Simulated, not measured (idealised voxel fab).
Herein follows the process module entitled voxel released beams.
Pictured: cross-section cut, 185 nm wide, on a grid of 5 nm square cells.
Think of the cross-section as a grid of square cells. We describe it in bands, top to bottom, and each band covers one or more rows of those cells.
Basically the band line says how high the top is and how high the bottom is, in nm, and then what's in it from left to right, every material with its width in nm. Empty space shows up as "blank", and if a single material carries "throughout" it runs the full band edge to edge.
Zero point of the height axis is 0; under it, received wafer = one material. Lowest band: continues down indefinitely, "0 nm and below".
A two-number width, for instance "30->40", indicates that the width is equal to the first number in the top row of the band and to the second number in the bottom row, and that it changes by a constant amount per row of cells.
Key: "stayed the same" - step with no changed cell in the cross-section.
You'll see "Closed void register" listing empty spaces that have no way open to the top, as long as they're 8 cells or more; the notation is width x height at distance, where the distance is from the left edge, and all of it is in nm.
Step line, after settings: the simulator's comment on this step.
overlay nm, on a step with a mask: how far to the right of its planned place the mask lay; to the left if negative
## Planned process steps
1: RECEIVE (material Si)
2: CONFORMAL_DEP (material SiN; thk nm 5)
3: DIRECTIONAL_DEP (material SiO2; thk nm 15)
4: PATTERN (tone open; mask id ANCHOR; material resist; width nm 30; thk nm 20; overlay nm 0)
5: DIRECTIONAL_ETCH (etch materials SiO2; depth nm 15)
6: STRIP (etch materials resist)
7: CONFORMAL_DEP (material TiN; thk nm 10)
8: MASKED_ETCH (tone cover; mask id BEAM; width nm 95; etch materials TiN; depth nm 10; overlay nm 0)
9: STRIP (etch materials SiO2)
## First of the two wafers, run per plan
## Wafer as received: cross-section following step 1
> 0 nm and below | Si throughout
> Closed void register: none
## after step 2
> 5 nm to 0 nm | SiN throughout
> Below 0, no change.
## after step 3
> 20 nm to 5 nm | SiO2 throughout
> Below 5, no change.
## after step 4
> 40 nm to 20 nm | 45 resist, then 30 blank, then 110 resist
> Below 20, no change.
## after step 5
> 40 nm to 20 nm | 45 resist, then 30 blank, then 110 resist
> 20 nm to 5 nm | 45 SiO2, then 30 blank, then 110 SiO2
> Below 5, no change.
## after step 6
> 20 nm to 5 nm | 45 SiO2, then 30 blank, then 110 SiO2
> Below 5, no change.
## after step 7
> 30 nm to 20 nm | 55 TiN, then 10 blank, then 120 TiN
> 20 nm to 15 nm | 45 SiO2, then 10 TiN, then 10 blank, then 10 TiN, then 110 SiO2
> 15 nm to 5 nm | 45 SiO2, then 30 TiN, then 110 SiO2
> Below 5, no change.
## after step 8
> 30 nm to 20 nm | 40 blank, then 15 TiN, then 10 blank, then 70 TiN, then 50 blank
> Below 20, no change.
## after step 9
> 30 nm to 20 nm | 40 blank, then 15 TiN, then 10 blank, then 70 TiN, then 50 blank
> 20 nm to 15 nm | 45 blank, then 10 TiN, then 10 blank, then 10 TiN, then 110 blank
> 15 nm to 5 nm | 45 blank, then 30 TiN, then 110 blank
> Below 5, no change.
## Notes, second wafer: start = first wafer's, plan = first wafer's, execution had one mistake; history identical to first through step 3
## X-section, second wafer, when step 4 was due to finish
> 40 nm to 20 nm | 45 blank, then 30 resist, then 110 blank
> Below 20, no change.
## X-section, second wafer, when step 5 was due to finish
> 40 nm to 20 nm | 45 blank, then 30 resist, then 110 blank
> 20 nm to 5 nm | 45 blank, then 30 SiO2, then 110 blank
> Below 5, no change.
## X-section, second wafer, when step 6 was due to finish
> 20 nm to 5 nm | 45 blank, then 30 SiO2, then 110 blank
> Below 5, no change.
## X-section, second wafer, when step 7 was due to finish
> 30 nm to 20 nm | 35 blank, then 50 TiN, then 100 blank
> 20 nm to 15 nm | 35 blank, then 10 TiN, then 30 SiO2, then 10 TiN, then 100 blank
> 15 nm to 5 nm | 45 TiN, then 30 SiO2, then 110 TiN
> Below 5, no change.
## X-section, second wafer, when step 8 was due to finish
> 30 nm to 20 nm | 40 blank, then 45 TiN, then 100 blank
> 20 nm to 15 nm | 35 blank, then 10 TiN, then 30 SiO2, then 10 TiN, then 100 blank
> 15 nm to 5 nm | 35 blank, then 10 TiN, then 30 SiO2, then 60 TiN, then 50 blank
> Below 5, no change.
X-section, second wafer, when step 9 was due to finish: stayed the same
Finding, execution versus plan: it should be noted that step 4 was executed with settings other than those planned, the operation and settings actually applied being PATTERN (tone cover; mask id ANCHOR; material resist; width nm 30; thk nm 20; overlay nm 0)
Final comparison by cell count, materials where the second wafer has more or fewer than the first: SiO2: 18 more
